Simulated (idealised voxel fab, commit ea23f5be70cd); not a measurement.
process module | voxel transistor to metal
cross-section cut | 200 nm wide | cells 5 nm
A cross-section is a grid of square cells, given in bands from the top down. A band is one or more rows of cells.
Each band's line starts with the height of the band's top and of its bottom, in nm. Then come its materials from left to right, each with its width in nm. One material with "throughout" fills the band from edge to edge. "air" is empty space.
Height 0 is the level under which the wafer as received is all one material. The lowest band goes on downwards, as in "0 down".
A width such as "30 to 40" changes by the same amount from each row of cells to the next, from the band's top row to its bottom row.
"no change" after a step means that no cell of the cross-section changed.
closed voids: empty space of 8 cells or more with no open way to the top, each as width x height at its distance from the left edge, in nm
after a step's settings: what the simulator itself notes on the step
overlay nm, on a step with a mask: how far to the right of its planned place the mask lay; to the left if negative
plan
1 op RECEIVE | material Si
2 op CONFORMAL_DEP | material SiO2 | thk nm 5
3 op CONFORMAL_DEP | material SiN | thk nm 15
4 op MASKED_ETCH | tone cover | mask id ACTIVE | width nm 95 | etch materials SiN | depth nm 15 | overlay nm 0
5 op MASKED_ETCH | tone cover | mask id ACTIVE | width nm 95 | etch materials SiO2 | depth nm 5 | overlay nm 0
6 op MASKED_ETCH | tone cover | mask id ACTIVE | width nm 95 | etch materials Si | depth nm 30 | overlay nm 0
7 op OXIDIZE | depth nm 5
8 op FILL_DEP | material SiO2 | thk nm 10
9 op CMP | height nm 20
10 op SELECTIVE_ETCH | etch materials SiO2 | depth nm 10
11 op STRIP | etch materials SiN
12 op SELECTIVE_ETCH | etch materials SiO2 | depth nm 5
13 op OXIDIZE | depth nm 5
14 op DIRECTIONAL_DEP | material polySi | thk nm 30
15 op DIRECTIONAL_DEP | material SiCN | thk nm 15
16 op PATTERN | tone cover | mask id GATE | material resist | width nm 15 | thk nm 20 | overlay nm 0
17 op DIRECTIONAL_ETCH | etch materials SiCN | depth nm 25
18 op DIRECTIONAL_ETCH | etch materials polySi | depth nm 40
19 op STRIP | etch materials resist
20 op CONFORMAL_DEP | material SiO2 | thk nm 5
21 op DIRECTIONAL_ETCH | etch materials SiO2 | depth nm 5
22 op CONFORMAL_DEP | material SiN | thk nm 5
23 op DIRECTIONAL_ETCH | etch materials SiN | depth nm 5
24 op DIRECTIONAL_ETCH | etch materials SiO2 | depth nm 5
25 op DIRECTIONAL_ETCH | etch materials Si | depth nm 15
26 op EPI | material pSi | thk nm 20
27 op FILL_DEP | material SiO2 | thk nm 5
28 op CMP | height nm 45
29 op DIRECTIONAL_DEP | material SiO2 | thk nm 10
30 op PATTERN | tone open | mask id CONTACT | material resist | width nm 20 | pitch nm 65 | thk nm 20 | overlay nm 0
31 op DIRECTIONAL_ETCH | etch materials SiO2 | depth nm 55
32 op STRIP | etch materials resist
33 op CONFORMAL_DEP | material TiN | thk nm 5
34 op FILL_DEP | material Ru | thk nm 5
35 op CMP | height nm 55
36 op DIRECTIONAL_DEP | material TiN | thk nm 5
37 op DIRECTIONAL_DEP | material W | thk nm 25
38 op MASKED_ETCH | tone cover | mask id METAL_1 | width nm 20 | pitch nm 65 | etch materials W | depth nm 25 | overlay nm 0
39 op MASKED_ETCH | tone cover | mask id METAL_1 | width nm 20 | pitch nm 65 | etch materials TiN | depth nm 5 | overlay nm -15
40 op CONFORMAL_DEP | material SiCN | thk nm 5
41 op FILL_DEP | material lowk | thk nm 5
42 op CMP | height nm 85
43 op CONFORMAL_DEP | material SiCN | thk nm 5
44 op DIRECTIONAL_DEP | material SiO2 | thk nm 35
45 op MASKED_ETCH | tone open | mask id METAL_2 | width nm 20 | pitch nm 65 | etch materials SiO2 | depth nm 20 | overlay nm 0
46 op MASKED_ETCH | tone open | mask id METAL_2_HOLES | width nm 15 | pitch nm 65 | etch materials SiO2 | depth nm 15 | overlay nm 0
47 op MASKED_ETCH | tone open | mask id METAL_2_HOLES | width nm 15 | pitch nm 65 | etch materials SiCN | depth nm 5 | overlay nm 0
48 op CONFORMAL_DEP | material TiN | thk nm 5
49 op FILL_DEP | material Cu | thk nm 5
50 op CMP | height nm 125
51 op CONFORMAL_DEP | material SiN | thk nm 5
varied across the wafers: overlay nm of step 39. The plan shows the first wafer's value. All wafers start alike
first wafer as received, after step 1
  0 down: Si throughout
  closed voids: none
each wafer at the end: cells of each material gained (+) or lost (-) since it was received, then its closed voids
overlay nm -15 | +20 Cu | +28 Ru | -208 Si | +95 SiCN | +60 SiN | +697 SiO2 | +92 TiN | +40 W | +134 lowk | +64 pSi | +18 polySi | closed voids: none
overlay nm -10 | +20 Cu | +28 Ru | -208 Si | +95 SiCN | +60 SiN | +697 SiO2 | +90 TiN | +40 W | +136 lowk | +64 pSi | +18 polySi | closed voids: none
overlay nm -5 | +20 Cu | +28 Ru | -208 Si | +95 SiCN | +60 SiN | +697 SiO2 | +88 TiN | +40 W | +138 lowk | +64 pSi | +18 polySi | closed voids: none
overlay nm 0 | +20 Cu | +28 Ru | -208 Si | +95 SiCN | +60 SiN | +697 SiO2 | +86 TiN | +40 W | +140 lowk | +64 pSi | +18 polySi | closed voids: none
overlay nm 5 | +20 Cu | +28 Ru | -208 Si | +95 SiCN | +60 SiN | +697 SiO2 | +88 TiN | +40 W | +138 lowk | +64 pSi | +18 polySi | closed voids: none
overlay nm 10 | +20 Cu | +28 Ru | -208 Si | +95 SiCN | +60 SiN | +697 SiO2 | +90 TiN | +40 W | +136 lowk | +64 pSi | +18 polySi | closed voids: none
overlay nm 15 | +20 Cu | +28 Ru | -208 Si | +95 SiCN | +60 SiN | +697 SiO2 | +92 TiN | +40 W | +134 lowk | +64 pSi | +18 polySi | closed voids: none
